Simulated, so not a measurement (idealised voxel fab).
Name of the process module below: voxel gate over fins
Cross-section cut: width 195 nm, square cells of 5 nm.
For the purposes of this document, a cross-section shall be understood as a grid of square cells, specified as bands listed in top-to-bottom order, each band consisting of one or more rows of cells. Top height, bottom height, nm. Materials left to right, width each, nm. Single material + "everywhere" = fills band edge to edge. "blank" = empty. Ref level 0: as-received wafer is one material below here. Bottom band extends down with no lower bound ("top 0, no bottom"). Width spec "30->40" -> top row of cells at first value, bottom row at second value, equal per-row change in between. Key: "no alteration" - step with no changed cell in the cross-section. "Listed closed voids" - sealed voids, min. 8 cells, no opening to top; format: width x height at distance (distance from left edge; nm throughout). On a step's line, text after the settings is the simulator commenting on that step. A step line may carry the setting "overlay nm", which, for steps involving a mask, states the distance by which the mask lay to the right of its intended position; negative values denote displacement to the left.

Below is the list of planned process steps:
| 1 | RECEIVE, material Si |
| 2 | CONFORMAL_DEP, material SiN, thk nm 5 |
| 3 | MASKED_ETCH, tone cover, mask id FINS, width nm 15, pitch nm 55, etch materials SiN, depth nm 5, overlay nm 0 |
| 4 | MASKED_ETCH, tone cover, mask id FINS, width nm 15, pitch nm 55, etch materials Si, depth nm 35, overlay nm 0 |
| 5 | FILL_DEP, material SiO2, thk nm 15 |
| 6 | CMP, height nm 5 |
| 7 | DIRECTIONAL_DEP, material aC, thk nm 15 |
| 8 | PATTERN, tone open, mask id RAIL, material resist, width nm 15, thk nm 30, overlay nm 0 |
| 9 | DIRECTIONAL_ETCH, etch materials aC, depth nm 15 |
| 10 | STRIP, etch materials resist |
| 11 | DIRECTIONAL_ETCH, etch materials SiO2, depth nm 35 |
| 12 | STRIP, etch materials aC |
| 13 | CONFORMAL_DEP, material TiN, thk nm 5 |
| 14 | FILL_DEP, material W, thk nm 5 |
| 15 | CMP, height nm 5 |
| 16 | SELECTIVE_ETCH, etch materials W Ru TiN, depth nm 20 |
| 17 | FILL_DEP, material SiO2, thk nm 5 |
| 18 | CMP, height nm 5 |
| 19 | SELECTIVE_ETCH, etch materials SiO2, depth nm 15 |
| 20 | STRIP, etch materials SiN |
| 21 | CONFORMAL_DEP, material HfO2, thk nm 5 |
| 22 | CONFORMAL_DEP, material TiN, thk nm 5 |
| 23 | FILL_DEP, material W, thk nm 15 |
| 24 | CMP, height nm 20 |
| 25 | CONFORMAL_DEP, material SiCN, thk nm 5 |
All wafers enter the flow in the same state. The thk nm at step 22 differs from wafer to wafer, and the plan gives the value for the first wafer.

Step 1 complete: as-received cross-section of the first of several wafers:
> top 0, no bottom = Si everywhere
> Listed closed voids: none

Below is a per-wafer table. In it, each row describes the wafer at the end of the module by giving, for each material, the number of cells gained (+) or lost (-) since the wafer was received, and after that the closed voids of the wafer:
thk nm 5, +51 HfO2, -210 Si, +39 SiCN, +141 SiO2, +58 TiN, +116 W, Listed closed voids: none
thk nm 10, +51 HfO2, -210 Si, +39 SiCN, +141 SiO2, +109 TiN, +65 W, Listed closed voids: none
thk nm 15, +51 HfO2, -210 Si, +39 SiCN, +141 SiO2, +160 TiN, +14 W, Listed closed voids: none
thk nm 20, +51 HfO2, -210 Si, +39 SiCN, +141 SiO2, +168 TiN, +6 W, Listed closed voids: none
